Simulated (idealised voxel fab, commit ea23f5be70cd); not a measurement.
Process module, titled voxel gate over fins
cross-section cut | 225 nm wide | cells 5 nm
A cross-section is written here as square cells arranged in a grid, and it is given in bands from the top down, each band taking up one or more rows of cells. Each band's line starts with the height of the band's top and of its bottom, in nm. Then come its materials from left to right, each with its width in nm. One material with "throughout" fills the band from edge to edge. "air" is empty space. Zero point of the height axis is 0; under it, received wafer = one material. Lowest band: continues down indefinitely, "from 0 down". Top row gets the first number, bottom row gets the second, and each row in between changes by the same step: that is how a band width like "30 to 40" works. "identical to before" -> step changed no cross-section cell. The label "Voids, sealed" introduces a list of the empty spaces, 8 cells or larger, that have no open way up to the top; each entry in it reads width x height at distance, where the distance is taken from the left edge and all three are stated in nm. Anything after a step's settings on that line? It's the simulator's own note about the step. The "overlay nm" setting may appear on a step's line; for a step that uses a mask, it gives how far to the right of its planned position the mask lay, and a negative value indicates the left.
PLAN
1: RECEIVE [material Si]
2: CONFORMAL_DEP [material SiN] [thk nm 10]
3: MASKED_ETCH [tone cover] [mask id FINS] [width nm 15] [pitch nm 60] [etch materials SiN] [depth nm 10] [overlay nm 0]
4: MASKED_ETCH [tone cover] [mask id FINS] [width nm 15] [pitch nm 60] [etch materials Si] [depth nm 40] [overlay nm 0]
5: OXIDIZE [depth nm 5]
6: FILL_DEP [material SiO2] [thk nm 10]
7: CMP [height nm 10]
8: MASKED_ETCH [tone open] [mask id RAIL] [width nm 15] [etch materials SiO2] [depth nm 45] [overlay nm 0]
9: CONFORMAL_DEP [material TiN] [thk nm 5]
10: FILL_DEP [material W] [thk nm 10]
11: CMP [height nm 10]
12: SELECTIVE_ETCH [etch materials W Ru TiN] [depth nm 30]
13: FILL_DEP [material SiO2] [thk nm 5]
14: CMP [height nm 10]
15: SELECTIVE_ETCH [etch materials SiO2] [depth nm 20]
16: STRIP [etch materials SiN]
17: CONFORMAL_DEP [material HfO2] [thk nm 5]
18: CONFORMAL_DEP [material TiN] [thk nm 5]
19: FILL_DEP [material W] [thk nm 15]
20: CMP [height nm 20]
21: CONFORMAL_DEP [material SiCN] [thk nm 5]
AS-RECEIVED WAFER CROSS-SECTION (AFTER STEP 1)
  from 0 down = Si throughout
  Voids, sealed: none
CROSS-SECTION TAKEN AT MODULE COMPLETION ON THE FIRST OF TWO WAFERS; PROCESSED PER THE PLAN
  from 25 to 20 = SiCN throughout
  from 20 to 10 = W throughout
  from 10 to 5 = 40 nm W / 25 nm TiN / 35 nm W / 25 nm TiN / 35 nm W / 25 nm TiN / 40 nm W
  from 5 to 0 = 40 nm W / 5 nm TiN / 15 nm HfO2 / 5 nm TiN / 35 nm W / 5 nm TiN / 15 nm HfO2 / 5 nm TiN / 35 nm W / 5 nm TiN / 15 nm HfO2 / 5 nm TiN / 40 nm W
  from 0 to -5 = 45 nm TiN / 5 nm HfO2 / 5 nm Si / 5 nm HfO2 / 45 nm TiN / 5 nm HfO2 / 5 nm Si / 5 nm HfO2 / 45 nm TiN / 5 nm HfO2 / 5 nm Si / 5 nm HfO2 / 45 nm TiN
  from -5 to -10 = 50 nm HfO2 / 5 nm Si / 55 nm HfO2 / 5 nm Si / 55 nm HfO2 / 5 nm Si / 50 nm HfO2
  from -10 to -20 = 50 nm SiO2 / 5 nm Si / 55 nm SiO2 / 5 nm Si / 55 nm SiO2 / 5 nm Si / 50 nm SiO2
  from -20 to -30 = 50 nm SiO2 / 5 nm Si / 20 nm SiO2 / 5 nm TiN / 5 nm W / 5 nm TiN / 20 nm SiO2 / 5 nm Si / 55 nm SiO2 / 5 nm Si / 50 nm SiO2
  from -30 to -35 = 50 nm SiO2 / 5 nm Si / 20 nm SiO2 / 15 nm TiN / 20 nm SiO2 / 5 nm Si / 55 nm SiO2 / 5 nm Si / 50 nm SiO2
  from -35 to -45 = 50 nm SiO2 / 5 nm Si / 55 nm SiO2 / 5 nm Si / 55 nm SiO2 / 5 nm Si / 50 nm SiO2
  from -45 down = Si throughout
  Voids, sealed: none
CROSS-SECTION, WAFER TWO OF TWO, END OF MODULE: SAME START AND PLAN AS WAFER ONE, ONE ERROR IN EXECUTION
  from 25 to 20 = SiCN throughout
  from 20 to 10 = W throughout
  from 10 to 5 = 40 nm W / 25 nm TiN / 35 nm W / 25 nm TiN / 35 nm W / 25 nm TiN / 40 nm W
  from 5 to 0 = 35 nm W / 10 nm TiN / 15 nm HfO2 / 10 nm TiN / 25 nm W / 10 nm TiN / 15 nm HfO2 / 10 nm TiN / 25 nm W / 10 nm TiN / 15 nm HfO2 / 10 nm TiN / 35 nm W
  from 0 to -5 = 40 nm TiN / 10 nm HfO2 / 5 nm Si / 10 nm HfO2 / 35 nm TiN / 10 nm HfO2 / 5 nm Si / 10 nm HfO2 / 35 nm TiN / 10 nm HfO2 / 5 nm Si / 10 nm HfO2 / 40 nm TiN
  from -5 to -10 = 45 nm HfO2 / 15 nm Si / 45 nm HfO2 / 15 nm Si / 45 nm HfO2 / 15 nm Si / 45 nm HfO2
  from -10 to -20 = 45 nm SiO2 / 15 nm Si / 45 nm SiO2 / 15 nm Si / 45 nm SiO2 / 15 nm Si / 45 nm SiO2
  from -20 to -30 = 45 nm SiO2 / 15 nm Si / 15 nm SiO2 / 5 nm TiN / 5 nm W / 5 nm TiN / 15 nm SiO2 / 15 nm Si / 45 nm SiO2 / 15 nm Si / 45 nm SiO2
  from -30 to -35 = 45 nm SiO2 / 15 nm Si / 15 nm SiO2 / 15 nm TiN / 15 nm SiO2 / 15 nm Si / 45 nm SiO2 / 15 nm Si / 45 nm SiO2
  from -35 to -45 = 45 nm SiO2 / 15 nm Si / 45 nm SiO2 / 15 nm Si / 45 nm SiO2 / 15 nm Si / 45 nm SiO2
  from -45 down = Si throughout
  Voids, sealed: none
Error vs. plan: step 4 ran with different settings than intended, the actual operation and settings being MASKED_ETCH [tone cover] [mask id FINS] [width nm 25] [pitch nm 60] [etch materials Si] [depth nm 40] [overlay nm 0]
Wafer comparison, final, in cells, second relative to first, materials more or fewer: Si: 48 more | SiO2: 42 fewer | W: 6 fewer
